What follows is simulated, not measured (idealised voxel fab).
Process module under the name voxel transistor to metal
Shown is cross-section cut, with a width of 165 nm and square cells of size 5 nm.
Reading order for cross-sections: top band down to bottom band. Underlying form: a grid of square cells. Band size: one or more rows of cells.
The entry gives the band's vertical extent as a top height and a bottom height in nm, then its horizontal make-up as materials from left to right, each with a width in nm. "empty" stands for empty space; a single material marked "throughout" fills the band edge to edge.
Heads up on the height convention: 0 is the point under which the incoming wafer is all one material, and the lowest band has no bottom, it just keeps going down, like "0 nm and below".
You'd read "30..40" like this: the band's top row of cells is as wide as the first number, its bottom row is as wide as the second, and going down, every row changes width by the same amount as the row before did.
Basically "no alteration" means that step didn't change any cell in the cross-section.
"Voids, enclosed" specifies each empty space that is not open to the top and that occupies no fewer than 8 cells, using the form width x height at distance, the distance measured from the left edge and all three quantities in nm.
Where a step's line continues beyond its settings, the continuation is a remark by the simulator itself on that step.
Regarding "overlay nm": on a step with a mask, it is the distance the mask lay to the right of its planned place; a negative value places it to the left.

This section lists the process steps that were planned
| 1 | op RECEIVE | material Si |
| 2 | op CONFORMAL_DEP | material SiO2 | thk nm 5 |
| 3 | op CONFORMAL_DEP | material SiN | thk nm 10 |
| 4 | op PATTERN | tone cover | mask id ACTIVE | material resist | width nm 105 | thk nm 15 | overlay nm 0 |
| 5 | op DIRECTIONAL_ETCH | etch materials SiN | depth nm 10 |
| 6 | op DIRECTIONAL_ETCH | etch materials SiO2 | depth nm 5 |
| 7 | op DIRECTIONAL_ETCH | etch materials Si | depth nm 20 |
| 8 | op STRIP | etch materials resist |
| 9 | op FILL_DEP | material SiO2 | thk nm 10 |
| 10 | op CMP | height nm 15 |
| 11 | op SELECTIVE_ETCH | etch materials SiO2 | depth nm 5 |
| 12 | op STRIP | etch materials SiN |
| 13 | op SELECTIVE_ETCH | etch materials SiO2 | depth nm 5 |
| 14 | op OXIDIZE | depth nm 5 |
| 15 | op DIRECTIONAL_DEP | material polySi | thk nm 25 |
| 16 | op DIRECTIONAL_DEP | material SiCN | thk nm 10 |
| 17 | op DIRECTIONAL_DEP | material aC | thk nm 15 |
| 18 | op PATTERN | tone cover | mask id GATE | material resist | width nm 15 | thk nm 30 | overlay nm 0 |
| 19 | op DIRECTIONAL_ETCH | etch materials aC | depth nm 15 |
| 20 | op STRIP | etch materials resist |
| 21 | op DIRECTIONAL_ETCH | etch materials SiCN | depth nm 20 |
| 22 | op DIRECTIONAL_ETCH | etch materials polySi | depth nm 35 |
| 23 | op STRIP | etch materials aC |
| 24 | op CONFORMAL_DEP | material SiO2 | thk nm 5 |
| 25 | op DIRECTIONAL_ETCH | etch materials SiO2 | depth nm 5 |
| 26 | op CONFORMAL_DEP | material SiN | thk nm 5 |
| 27 | op DIRECTIONAL_ETCH | etch materials SiN | depth nm 5 |
| 28 | op DIRECTIONAL_ETCH | etch materials SiO2 | depth nm 5 |
| 29 | op EPI | material SiGe | thk nm 5 |
| 30 | op FILL_DEP | material SiO2 | thk nm 10 |
| 31 | op CMP | height nm 35 |
| 32 | op DIRECTIONAL_DEP | material SiO2 | thk nm 10 |
| 33 | op PATTERN | tone open | mask id CONTACT | material resist | width nm 20 | pitch nm 65 | thk nm 20 | overlay nm 0 |
| 34 | op DIRECTIONAL_ETCH | etch materials SiO2 | depth nm 45 |
| 35 | op STRIP | etch materials resist |
| 36 | op CONFORMAL_DEP | material TiN | thk nm 5 |
| 37 | op FILL_DEP | material Ru | thk nm 5 |
| 38 | op CMP | height nm 45 |
| 39 | op DIRECTIONAL_DEP | material TiN | thk nm 5 |
| 40 | op DIRECTIONAL_DEP | material W | thk nm 20 |
| 41 | op MASKED_ETCH | tone cover | mask id METAL_1 | width nm 20 | pitch nm 65 | etch materials W | depth nm 20 | overlay nm 0 |
| 42 | op MASKED_ETCH | tone cover | mask id METAL_1 | width nm 20 | pitch nm 65 | etch materials TiN | depth nm 5 | overlay nm 0 |
| 43 | op CONFORMAL_DEP | material SiCN | thk nm 5 |
| 44 | op FILL_DEP | material lowk | thk nm 10 |
| 45 | op CMP | height nm 70 |
| 46 | op CONFORMAL_DEP | material SiN | thk nm 5 |

First wafer out of two, processed as planned

Wafer at receipt (post step 1), cross-section
> 0 nm and below | Si throughout
> Voids, enclosed: none

Once step 2 is through, the wafer looks like this in cross-section
> 5 nm to 0 nm | SiO2 throughout
> Everything below 0 is unchanged.

Once step 3 is through, the wafer looks like this in cross-section
> 15 nm to 5 nm | SiN throughout
> Everything below 5 is unchanged.

Once step 4 is through, the wafer looks like this in cross-section
> 30 nm to 15 nm | empty (30), resist (105), empty (30)
> Everything below 15 is unchanged.

Once step 5 is through, the wafer looks like this in cross-section
> 30 nm to 15 nm | empty (30), resist (105), empty (30)
> 15 nm to 5 nm | empty (30), SiN (105), empty (30)
> Everything below 5 is unchanged.

Once step 6 is through, the wafer looks like this in cross-section
> 30 nm to 15 nm | empty (30), resist (105), empty (30)
> 15 nm to 5 nm | empty (30), SiN (105), empty (30)
> 5 nm to 0 nm | empty (30), SiO2 (105), empty (30)
> Everything below 0 is unchanged.

Once step 7 is through, the wafer looks like this in cross-section
> 30 nm to 15 nm | empty (30), resist (105), empty (30)
> 15 nm to 5 nm | empty (30), SiN (105), empty (30)
> 5 nm to 0 nm | empty (30), SiO2 (105), empty (30)
> 0 nm to -20 nm | empty (30), Si (105), empty (30)
> Everything below -20 is unchanged.

Once step 8 is through, the wafer looks like this in cross-section
> 15 nm to 5 nm | empty (30), SiN (105), empty (30)
> Everything below 5 is unchanged.

Once step 9 is through, the wafer looks like this in cross-section
> 25 nm to 15 nm | SiO2 throughout
> 15 nm to 5 nm | SiO2 (30), SiN (105), SiO2 (30)
> 5 nm to 0 nm | SiO2 throughout
> 0 nm to -20 nm | SiO2 (30), Si (105), SiO2 (30)
> Everything below -20 is unchanged.

Once step 10 is through, the wafer looks like this in cross-section
> 15 nm to 5 nm | SiO2 (30), SiN (105), SiO2 (30)
> Everything below 5 is unchanged.

Once step 11 is through, the wafer looks like this in cross-section
> 15 nm to 10 nm | empty (30), SiN (105), empty (30)
> Everything below 10 is unchanged.

Once step 12 is through, the wafer looks like this in cross-section
> 10 nm to 5 nm | SiO2 (30), empty (105), SiO2 (30)
> Everything below 5 is unchanged.

Once step 13 is through, the wafer looks like this in cross-section
> 5 nm to 0 nm | SiO2 (25), empty (115), SiO2 (25)
> Everything below 0 is unchanged.

Once step 14 is through, the wafer looks like this in cross-section
> 5 nm to 0 nm | SiO2 (25), empty (115), SiO2 (25)
> 0 nm to -5 nm | SiO2 throughout
> Everything below -5 is unchanged.

Once step 15 is through, the wafer looks like this in cross-section
> 30 nm to 25 nm | polySi (25), empty (115), polySi (25)
> 25 nm to 5 nm | polySi throughout
> 5 nm to 0 nm | SiO2 (25), polySi (115), SiO2 (25)
> Everything below 0 is unchanged.

Once step 16 is through, the wafer looks like this in cross-section
> 40 nm to 35 nm | SiCN (25), empty (115), SiCN (25)
> 35 nm to 30 nm | SiCN throughout
> 30 nm to 25 nm | polySi (25), SiCN (115), polySi (25)
> Everything below 25 is unchanged.

Once step 17 is through, the wafer looks like this in cross-section
> 55 nm to 50 nm | aC (25), empty (115), aC (25)
> 50 nm to 40 nm | aC throughout
> 40 nm to 35 nm | SiCN (25), aC (115), SiCN (25)
> Everything below 35 is unchanged.

Once step 18 is through, the wafer looks like this in cross-section
> 85 nm to 55 nm | empty (75), resist (15), empty (75)
> 55 nm to 50 nm | aC (25), empty (50), resist (15), empty (50), aC (25)
> Everything below 50 is unchanged.

Once step 19 is through, the wafer looks like this in cross-section
> 70 nm to 50 nm | empty (75), resist (15), empty (75)
> 50 nm to 40 nm | empty (75), aC (15), empty (75)
> 40 nm to 35 nm | SiCN (25), empty (50), aC (15), empty (50), SiCN (25)
> Everything below 35 is unchanged.

Once step 20 is through, the wafer looks like this in cross-section
> 50 nm to 40 nm | empty (75), aC (15), empty (75)
> Everything below 40 is unchanged.

Once step 21 is through, the wafer looks like this in cross-section
> 50 nm to 35 nm | empty (75), aC (15), empty (75)
> 35 nm to 30 nm | empty (75), SiCN (15), empty (75)
> 30 nm to 25 nm | polySi (25), empty (50), SiCN (15), empty (50), polySi (25)
> Everything below 25 is unchanged.

Once step 22 is through, the wafer looks like this in cross-section
> 50 nm to 35 nm | empty (75), aC (15), empty (75)
> 35 nm to 25 nm | empty (75), SiCN (15), empty (75)
> 25 nm to 5 nm | empty (75), polySi (15), empty (75)
> 5 nm to 0 nm | SiO2 (25), empty (50), polySi (15), empty (50), SiO2 (25)
> Everything below 0 is unchanged.

Once step 23 is through, the wafer looks like this in cross-section
> 35 nm to 25 nm | empty (75), SiCN (15), empty (75)
> Everything below 25 is unchanged.

Once step 24 is through, the wafer looks like this in cross-section
> 40 nm to 35 nm | empty (70), SiO2 (25), empty (70)
> 35 nm to 25 nm | empty (70), SiO2 (5), SiCN (15), SiO2 (5), empty (70)
> 25 nm to 10 nm | empty (70), SiO2 (5), polySi (15), SiO2 (5), empty (70)
> 10 nm to 5 nm | SiO2 (30), empty (40), SiO2 (5), polySi (15), SiO2 (5), empty (40), SiO2 (30)
> 5 nm to 0 nm | SiO2 (75), polySi (15), SiO2 (75)
> Everything below 0 is unchanged.

Once step 25 is through, the wafer looks like this in cross-section
> 35 nm to 25 nm | empty (70), SiO2 (5), SiCN (15), SiO2 (5), empty (70)
> 25 nm to 5 nm | empty (70), SiO2 (5), polySi (15), SiO2 (5), empty (70)
> 5 nm to 0 nm | SiO2 (30), empty (40), SiO2 (5), polySi (15), SiO2 (5), empty (40), SiO2 (30)
> Everything below 0 is unchanged.

Once step 26 is through, the wafer looks like this in cross-section
> 40 nm to 35 nm | empty (65), SiN (35), empty (65)
> 35 nm to 25 nm | empty (65), SiN (5), SiO2 (5), SiCN (15), SiO2 (5), SiN (5), empty (65)
> 25 nm to 10 nm | empty (65), SiN (5), SiO2 (5), polySi (15), SiO2 (5), SiN (5), empty (65)
> 10 nm to 5 nm | SiN (35), empty (30), SiN (5), SiO2 (5), polySi (15), SiO2 (5), SiN (5), empty (30), SiN (35)
> 5 nm to 0 nm | SiO2 (30), SiN (40), SiO2 (5), polySi (15), SiO2 (5), SiN (40), SiO2 (30)
> Everything below 0 is unchanged.

Once step 27 is through, the wafer looks like this in cross-section
> 35 nm to 25 nm | empty (65), SiN (5), SiO2 (5), SiCN (15), SiO2 (5), SiN (5), empty (65)
> 25 nm to 5 nm | empty (65), SiN (5), SiO2 (5), polySi (15), SiO2 (5), SiN (5), empty (65)
> 5 nm to 0 nm | SiO2 (30), SiN (5), empty (30), SiN (5), SiO2 (5), polySi (15), SiO2 (5), SiN (5), empty (30), SiN (5), SiO2 (30)
> Everything below 0 is unchanged.

Once step 28 is through, the wafer looks like this in cross-section
> 35 nm to 30 nm | empty (65), SiN (5), empty (5), SiCN (15), empty (5), SiN (5), empty (65)
> 30 nm to 25 nm | empty (65), SiN (5), SiO2 (5), SiCN (15), SiO2 (5), SiN (5), empty (65)
> 25 nm to 5 nm | empty (65), SiN (5), SiO2 (5), polySi (15), SiO2 (5), SiN (5), empty (65)
> 5 nm to 0 nm | empty (30), SiN (5), empty (30), SiN (5), SiO2 (5), polySi (15), SiO2 (5), SiN (5), empty (30), SiN (5), empty (30)
> 0 nm to -5 nm | SiO2 (35), empty (30), SiO2 (35), empty (30), SiO2 (35)
> Everything below -5 is unchanged.

Once step 29 is through, the wafer looks like this in cross-section
> 35 nm to 30 nm | empty (65), SiN (5), empty (5), SiCN (15), empty (5), SiN (5), empty (65)
> 30 nm to 25 nm | empty (65), SiN (5), SiO2 (5), SiCN (15), SiO2 (5), SiN (5), empty (65)
> 25 nm to 5 nm | empty (65), SiN (5), SiO2 (5), polySi (15), SiO2 (5), SiN (5), empty (65)
> 5 nm to 0 nm | empty (30), SiN (5), empty (30), SiN (5), SiO2 (5), polySi (15), SiO2 (5), SiN (5), empty (30), SiN (5), empty (30)
> 0 nm to -5 nm | SiO2 (35), SiGe (30), SiO2 (35), SiGe (30), SiO2 (35)
> Everything below -5 is unchanged.

Once step 30 is through, the wafer looks like this in cross-section
> 45 nm to 35 nm | SiO2 throughout
> 35 nm to 25 nm | SiO2 (65), SiN (5), SiO2 (5), SiCN (15), SiO2 (5), SiN (5), SiO2 (65)
> 25 nm to 5 nm | SiO2 (65), SiN (5), SiO2 (5), polySi (15), SiO2 (5), SiN (5), SiO2 (65)
> 5 nm to 0 nm | SiO2 (30), SiN (5), SiO2 (30), SiN (5), SiO2 (5), polySi (15), SiO2 (5), SiN (5), SiO2 (30), SiN (5), SiO2 (30)
> Everything below 0 is unchanged.

Once step 31 is through, the wafer looks like this in cross-section
> 35 nm to 25 nm | SiO2 (65), SiN (5), SiO2 (5), SiCN (15), SiO2 (5), SiN (5), SiO2 (65)
> Everything below 25 is unchanged.

Once step 32 is through, the wafer looks like this in cross-section
> 45 nm to 35 nm | SiO2 throughout
> Everything below 35 is unchanged.

Once step 33 is through, the wafer looks like this in cross-section
> 65 nm to 45 nm | resist (40), empty (20), resist (45), empty (20), resist (40)
> Everything below 45 is unchanged.

Once step 34 is through, the wafer looks like this in cross-section
> 65 nm to 45 nm | resist (40), empty (20), resist (45), empty (20), resist (40)
> 45 nm to 35 nm | SiO2 (40), empty (20), SiO2 (45), empty (20), SiO2 (40)
> 35 nm to 25 nm | SiO2 (40), empty (20), SiO2 (5), SiN (5), SiO2 (5), SiCN (15), SiO2 (5), SiN (5), SiO2 (5), empty (20), SiO2 (40)
> 25 nm to 5 nm | SiO2 (40), empty (20), SiO2 (5), SiN (5), SiO2 (5), polySi (15), SiO2 (5), SiN (5), SiO2 (5), empty (20), SiO2 (40)
> 5 nm to 0 nm | SiO2 (30), SiN (5), SiO2 (5), empty (20), SiO2 (5), SiN (5), SiO2 (5), polySi (15), SiO2 (5), SiN (5), SiO2 (5), empty (20), SiO2 (5), SiN (5), SiO2 (30)
> Everything below 0 is unchanged.

Once step 35 is through, the wafer looks like this in cross-section
> 45 nm to 35 nm | SiO2 (40), empty (20), SiO2 (45), empty (20), SiO2 (40)
> Everything below 35 is unchanged.

Once step 36 is through, the wafer looks like this in cross-section
> 50 nm to 45 nm | TiN (45), empty (10), TiN (55), empty (10), TiN (45)
> 45 nm to 35 nm | SiO2 (40), TiN (5), empty (10), TiN (5), SiO2 (45), TiN (5), empty (10), TiN (5), SiO2 (40)
> 35 nm to 25 nm | SiO2 (40), TiN (5), empty (10), TiN (5), SiO2 (5), SiN (5), SiO2 (5), SiCN (15), SiO2 (5), SiN (5), SiO2 (5), TiN (5), empty (10), TiN (5), SiO2 (40)
> 25 nm to 5 nm | SiO2 (40), TiN (5), empty (10), TiN (5), SiO2 (5), SiN (5), SiO2 (5), polySi (15), SiO2 (5), SiN (5), SiO2 (5), TiN (5), empty (10), TiN (5), SiO2 (40)
> 5 nm to 0 nm | SiO2 (30), SiN (5), SiO2 (5), TiN (20), SiO2 (5), SiN (5), SiO2 (5), polySi (15), SiO2 (5), SiN (5), SiO2 (5), TiN (20), SiO2 (5), SiN (5), SiO2 (30)
> Everything below 0 is unchanged.

Once step 37 is through, the wafer looks like this in cross-section
> 55 nm to 50 nm | Ru throughout
> 50 nm to 45 nm | TiN (45), Ru (10), TiN (55), Ru (10), TiN (45)
> 45 nm to 35 nm | SiO2 (40), TiN (5), Ru (10), TiN (5), SiO2 (45), TiN (5), Ru (10), TiN (5), SiO2 (40)
> 35 nm to 25 nm | SiO2 (40), TiN (5), Ru (10), TiN (5), SiO2 (5), SiN (5), SiO2 (5), SiCN (15), SiO2 (5), SiN (5), SiO2 (5), TiN (5), Ru (10), TiN (5), SiO2 (40)
> 25 nm to 5 nm | SiO2 (40), TiN (5), Ru (10), TiN (5), SiO2 (5), SiN (5), SiO2 (5), polySi (15), SiO2 (5), SiN (5), SiO2 (5), TiN (5), Ru (10), TiN (5), SiO2 (40)
> Everything below 5 is unchanged.

Once step 38 is through, the wafer looks like this in cross-section
> 45 nm to 35 nm | SiO2 (40), TiN (5), Ru (10), TiN (5), SiO2 (45), TiN (5), Ru (10), TiN (5), SiO2 (40)
> Everything below 35 is unchanged.

Once step 39 is through, the wafer looks like this in cross-section
> 50 nm to 45 nm | TiN throughout
> Everything below 45 is unchanged.

Once step 40 is through, the wafer looks like this in cross-section
> 70 nm to 50 nm | W throughout
> Everything below 50 is unchanged.

Once step 41 is through, the wafer looks like this in cross-section
> 70 nm to 50 nm | empty (40), W (20), empty (45), W (20), empty (40)
> Everything below 50 is unchanged.

Once step 42 is through, the wafer looks like this in cross-section
> 70 nm to 50 nm | empty (40), W (20), empty (45), W (20), empty (40)
> 50 nm to 45 nm | empty (40), TiN (20), empty (45), TiN (20), empty (40)
> Everything below 45 is unchanged.

Once step 43 is through, the wafer looks like this in cross-section
> 75 nm to 70 nm | empty (35), SiCN (30), empty (35), SiCN (30), empty (35)
> 70 nm to 50 nm | empty (35), SiCN (5), W (20), SiCN (5), empty (35), SiCN (5), W (20), SiCN (5), empty (35)
> 50 nm to 45 nm | SiCN (40), TiN (20), SiCN (45), TiN (20), SiCN (40)
> Everything below 45 is unchanged.

Once step 44 is through, the wafer looks like this in cross-section
> 85 nm to 75 nm | lowk throughout
> 75 nm to 70 nm | lowk (35), SiCN (30), lowk (35), SiCN (30), lowk (35)
> 70 nm to 50 nm | lowk (35), SiCN (5), W (20), SiCN (5), lowk (35), SiCN (5), W (20), SiCN (5), lowk (35)
> Everything below 50 is unchanged.

Once step 45 is through, the wafer looks like this in cross-section
> 70 nm to 50 nm | lowk (35), SiCN (5), W (20), SiCN (5), lowk (35), SiCN (5), W (20), SiCN (5), lowk (35)
> Everything below 50 is unchanged.

Once step 46 is through, the wafer looks like this in cross-section
> 75 nm to 70 nm | SiN throughout
> Everything below 70 is unchanged.

Second Wafer (Identical Start and Plan, One Processing Error; Matches First Wafer Through Step 32)

Cross-section of the second wafer when, according to plan, step 33 should have finished
> 65 nm to 45 nm | empty (40), resist (20), empty (45), resist (20), empty (40)
> Everything below 45 is unchanged.

Cross-section of the second wafer when, according to plan, step 34 should have finished
> 65 nm to 45 nm | empty (40), resist (20), empty (45), resist (20), empty (40)
> 45 nm to 35 nm | empty (40), SiO2 (20), empty (45), SiO2 (20), empty (40)
> 35 nm to 25 nm | empty (40), SiO2 (20), empty (5), SiN (5), empty (5), SiCN (15), empty (5), SiN (5), empty (5), SiO2 (20), empty (40)
> 25 nm to 5 nm | empty (40), SiO2 (20), empty (5), SiN (5), empty (5), polySi (15), empty (5), SiN (5), empty (5), SiO2 (20), empty (40)
> 5 nm to 0 nm | empty (30), SiN (5), empty (5), SiO2 (20), empty (5), SiN (5), empty (5), polySi (15), empty (5), SiN (5), empty (5), SiO2 (20), empty (5), SiN (5), empty (30)
> Everything below 0 is unchanged.

Cross-section of the second wafer when, according to plan, step 35 should have finished
> 45 nm to 35 nm | empty (40), SiO2 (20), empty (45), SiO2 (20), empty (40)
> Everything below 35 is unchanged.

Cross-section of the second wafer when, according to plan, step 36 should have finished
> 50 nm to 45 nm | empty (35), TiN (30), empty (35), TiN (30), empty (35)
> 45 nm to 40 nm | empty (35), TiN (5), SiO2 (20), TiN (5), empty (35), TiN (5), SiO2 (20), TiN (5), empty (35)
> 40 nm to 35 nm | empty (35), TiN (5), SiO2 (20), TiN (45), SiO2 (20), TiN (5), empty (35)
> 35 nm to 25 nm | empty (35), TiN (5), SiO2 (20), TiN (5), SiN (5), TiN (5), SiCN (15), TiN (5), SiN (5), TiN (5), SiO2 (20), TiN (5), empty (35)
> 25 nm to 10 nm | empty (35), TiN (5), SiO2 (20), TiN (5), SiN (5), TiN (5), polySi (15), TiN (5), SiN (5), TiN (5), SiO2 (20), TiN (5), empty (35)
> 10 nm to 5 nm | empty (25), TiN (15), SiO2 (20), TiN (5), SiN (5), TiN (5), polySi (15), TiN (5), SiN (5), TiN (5), SiO2 (20), TiN (15), empty (25)
> 5 nm to 0 nm | TiN (30), SiN (5), TiN (5), SiO2 (20), TiN (5), SiN (5), TiN (5), polySi (15), TiN (5), SiN (5), TiN (5), SiO2 (20), TiN (5), SiN (5), TiN (30)
> Everything below 0 is unchanged.

Cross-section of the second wafer when, according to plan, step 37 should have finished
> 55 nm to 50 nm | Ru throughout
> 50 nm to 45 nm | Ru (35), TiN (30), Ru (35), TiN (30), Ru (35)
> 45 nm to 40 nm | Ru (35), TiN (5), SiO2 (20), TiN (5), Ru (35), TiN (5), SiO2 (20), TiN (5), Ru (35)
> 40 nm to 35 nm | Ru (35), TiN (5), SiO2 (20), TiN (45), SiO2 (20), TiN (5), Ru (35)
> 35 nm to 25 nm | Ru (35), TiN (5), SiO2 (20), TiN (5), SiN (5), TiN (5), SiCN (15), TiN (5), SiN (5), TiN (5), SiO2 (20), TiN (5), Ru (35)
> 25 nm to 10 nm | Ru (35), TiN (5), SiO2 (20), TiN (5), SiN (5), TiN (5), polySi (15), TiN (5), SiN (5), TiN (5), SiO2 (20), TiN (5), Ru (35)
> 10 nm to 5 nm | Ru (25), TiN (15), SiO2 (20), TiN (5), SiN (5), TiN (5), polySi (15), TiN (5), SiN (5), TiN (5), SiO2 (20), TiN (15), Ru (25)
> Everything below 5 is unchanged.

Cross-section of the second wafer when, according to plan, step 38 should have finished
> 45 nm to 40 nm | Ru (35), TiN (5), SiO2 (20), TiN (5), Ru (35), TiN (5), SiO2 (20), TiN (5), Ru (35)
> Everything below 40 is unchanged.

Cross-section of the second wafer when, according to plan, step 39 should have finished
> 50 nm to 45 nm | TiN throughout
> Everything below 45 is unchanged.

Cross-section of the second wafer when, according to plan, step 40 should have finished
> 70 nm to 50 nm | W throughout
> Everything below 50 is unchanged.

Cross-section of the second wafer when, according to plan, step 41 should have finished
> 70 nm to 50 nm | empty (40), W (20), empty (45), W (20), empty (40)
> Everything below 50 is unchanged.

Cross-section of the second wafer when, according to plan, step 42 should have finished
> 70 nm to 50 nm | empty (40), W (20), empty (45), W (20), empty (40)
> 50 nm to 45 nm | empty (40), TiN (20), empty (45), TiN (20), empty (40)
> Everything below 45 is unchanged.

Cross-section of the second wafer when, according to plan, step 43 should have finished
> 75 nm to 70 nm | empty (35), SiCN (30), empty (35), SiCN (30), empty (35)
> 70 nm to 50 nm | empty (35), SiCN (5), W (20), SiCN (5), empty (35), SiCN (5), W (20), SiCN (5), empty (35)
> 50 nm to 45 nm | SiCN (40), TiN (20), SiCN (45), TiN (20), SiCN (40)
> Everything below 45 is unchanged.

Cross-section of the second wafer when, according to plan, step 44 should have finished
> 85 nm to 75 nm | lowk throughout
> 75 nm to 70 nm | lowk (35), SiCN (30), lowk (35), SiCN (30), lowk (35)
> 70 nm to 50 nm | lowk (35), SiCN (5), W (20), SiCN (5), lowk (35), SiCN (5), W (20), SiCN (5), lowk (35)
> Everything below 50 is unchanged.

Cross-section of the second wafer when, according to plan, step 45 should have finished
> 70 nm to 50 nm | lowk (35), SiCN (5), W (20), SiCN (5), lowk (35), SiCN (5), W (20), SiCN (5), lowk (35)
> Everything below 50 is unchanged.

Cross-section of the second wafer when, according to plan, step 46 should have finished
> 75 nm to 70 nm | SiN throughout
> Everything below 70 is unchanged.
Short version of what went wrong: step 33 did not happen as planned, as run it was op PATTERN | tone cover | mask id CONTACT | material resist | width nm 20 | pitch nm 65 | thk nm 20 | overlay nm 0
Final tally in cells, some materials are higher or lower on the second wafer than on the first: Ru +83 | SiO2 -116 | TiN +33
